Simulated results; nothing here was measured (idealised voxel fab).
Module name: voxel transistor to metal (process module)
For reference, the cross-section in this document is cut, with width 180 nm and square cells of 5 nm.
We lay out every cross-section as a grid of square cells and spell it out in bands from the top down, where one band means one or more rows of cells. Top, bottom (nm), then materials left to right with widths (nm); lone material tagged "edge to edge" fills the whole band edge to edge; "air" = empty space. Convention: height 0 is the level below which the wafer, as received, is all one material. The lowest band does not terminate at the bottom but continues downward, represented as "0 down". Read "30->40" as a graded width: first number on top, second number at the bottom, same change between each pair of neighbouring rows. When a step is marked "no change", none of the cells in the cross-section changed during that step. What "Enclosed cavities" gives you is every empty space of 8 cells or more that is cut off from the top. Each appears as width x height at distance, with the distance taken from the left edge and width, height and distance all in nm. Read whatever lies past the settings on a step's line as the simulator's own remark about the step. On any step carrying a mask, the "overlay nm" setting, if present on the step's line, tells how far right of its planned place the mask lay; negative values point to the left.

# Planned process steps
| 1 | RECEIVE,material Si |
| 2 | OXIDIZE,depth nm 5 |
| 3 | CONFORMAL_DEP,material SiN,thk nm 10 |
| 4 | MASKED_ETCH,tone cover,mask id ACTIVE,width nm 125,etch materials SiN,depth nm 10,overlay nm 0 |
| 5 | MASKED_ETCH,tone cover,mask id ACTIVE,width nm 125,etch materials SiO2,depth nm 5,overlay nm 0 |
| 6 | MASKED_ETCH,tone cover,mask id ACTIVE,width nm 125,etch materials Si,depth nm 20,overlay nm 0 |
| 7 | OXIDIZE,depth nm 5 |
| 8 | FILL_DEP,material SiO2,thk nm 15 |
| 9 | CMP,height nm 10 |
| 10 | SELECTIVE_ETCH,etch materials SiO2,depth nm 5 |
| 11 | STRIP,etch materials SiN |
| 12 | SELECTIVE_ETCH,etch materials SiO2,depth nm 5 |
| 13 | OXIDIZE,depth nm 5 |
| 14 | DIRECTIONAL_DEP,material polySi,thk nm 25 |
| 15 | DIRECTIONAL_DEP,material SiCN,thk nm 10 |
| 16 | MASKED_ETCH,tone cover,mask id GATE,width nm 35,etch materials SiCN,depth nm 20,overlay nm 0 |
| 17 | MASKED_ETCH,tone cover,mask id GATE,width nm 35,etch materials polySi,depth nm 35,overlay nm 0 |
| 18 | CONFORMAL_DEP,material SiO2,thk nm 5 |
| 19 | DIRECTIONAL_ETCH,etch materials SiO2,depth nm 5 |
| 20 | CONFORMAL_DEP,material SiN,thk nm 5 |
| 21 | DIRECTIONAL_ETCH,etch materials SiN,depth nm 5 |
| 22 | DIRECTIONAL_ETCH,etch materials SiO2,depth nm 5 |
| 23 | DIRECTIONAL_ETCH,etch materials Si,depth nm 10 |
| 24 | EPI,material SiGe,thk nm 15 |
| 25 | FILL_DEP,material SiO2,thk nm 10 |
| 26 | CMP,height nm 20 |
| 27 | STRIP,etch materials polySi |
| 28 | SELECTIVE_ETCH,etch materials SiO2,depth nm 5 |
| 29 | CONFORMAL_DEP,material HfO2,thk nm 5 |
| 30 | CONFORMAL_DEP,material TiN,thk nm 5 |
| 31 | FILL_DEP,material W,thk nm 10 |
| 32 | CMP,height nm 15 |
| 33 | DIRECTIONAL_DEP,material SiO2,thk nm 15 |
| 34 | MASKED_ETCH,tone open,mask id CONTACT,width nm 20,pitch nm 85,etch materials SiO2,depth nm 35,overlay nm 0 |
| 35 | CONFORMAL_DEP,material TiN,thk nm 5 |
| 36 | FILL_DEP,material Ru,thk nm 5 |
| 37 | CMP,height nm 30 |
| 38 | CONFORMAL_DEP,material SiN,thk nm 5 |
| 39 | DIRECTIONAL_DEP,material lowk,thk nm 15 |
| 40 | DIRECTIONAL_DEP,material aC,thk nm 15 |
| 41 | PATTERN,tone open,mask id METAL_1,material resist,width nm 20,pitch nm 85,thk nm 35,overlay nm 0 |
| 42 | DIRECTIONAL_ETCH,etch materials aC,depth nm 15 |
| 43 | STRIP,etch materials resist |
| 44 | DIRECTIONAL_ETCH,etch materials lowk,depth nm 15 |
| 45 | DIRECTIONAL_ETCH,etch materials SiN,depth nm 5 |
| 46 | STRIP,etch materials aC |
| 47 | CONFORMAL_DEP,material TiN,thk nm 5 |
| 48 | FILL_DEP,material Ru,thk nm 5 |
| 49 | CMP,height nm 50 |
| 50 | CONFORMAL_DEP,material SiCN,thk nm 5 |

# The cross-section here shows the wafer as received, i.e. in its state after step 1
	0 down  Si edge to edge
	Enclosed cavities: none

# Post-module cross-section: identical start and plan to those above, one misstep in execution
	55 to 50  SiCN edge to edge
	50 to 35  35 lowk | 5 TiN | 10 Ru | 5 TiN | 65 lowk | 5 TiN | 10 Ru | 5 TiN | 40 lowk
	35 to 30  35 SiN | 20 TiN | 65 SiN | 20 TiN | 40 SiN
	30 to 15  35 SiO2 | 5 TiN | 10 Ru | 5 TiN | 65 SiO2 | 5 TiN | 10 Ru | 5 TiN | 40 SiO2
	15 to 10  35 SiO2 | 5 TiN | 10 Ru | 5 TiN | 5 SiO2 | 5 SiN | 5 HfO2 | 5 TiN | 25 W | 5 TiN | 5 HfO2 | 5 SiN | 5 SiO2 | 5 TiN | 10 Ru | 5 TiN | 40 SiO2
	10 to 5  35 SiO2 | 20 TiN | 5 SiO2 | 5 SiN | 5 HfO2 | 5 TiN | 25 W | 5 TiN | 5 HfO2 | 5 SiN | 5 SiO2 | 20 TiN | 40 SiO2
	5 to 0  35 SiO2 | 25 SiGe | 5 SiN | 5 HfO2 | 5 TiN | 25 W | 5 TiN | 5 HfO2 | 5 SiN | 15 SiGe | 10 TiN | 40 SiO2
	0 to -5  35 SiO2 | 5 SiN | 20 SiGe | 5 SiN | 5 HfO2 | 35 TiN | 5 HfO2 | 5 SiN | 15 SiGe | 10 TiN | 15 SiO2 | 5 SiN | 20 SiO2
	-5 to -10  40 SiO2 | 20 SiGe | 5 SiO2 | 45 HfO2 | 5 SiO2 | 40 SiGe | 25 SiO2
	-10 to -20  30 SiO2 | 10 Si | 20 SiGe | 55 Si | 40 SiGe | 25 SiO2
	-20 to -30  30 SiO2 | 125 Si | 25 SiO2
	-30 down  Si edge to edge
	Enclosed cavities: none
what went wrong: step 4 was processed under conditions differing from the plan, specifically as MASKED_ETCH,tone cover,mask id ACTIVE,width nm 125,etch materials SiN,depth nm 10,overlay nm 10
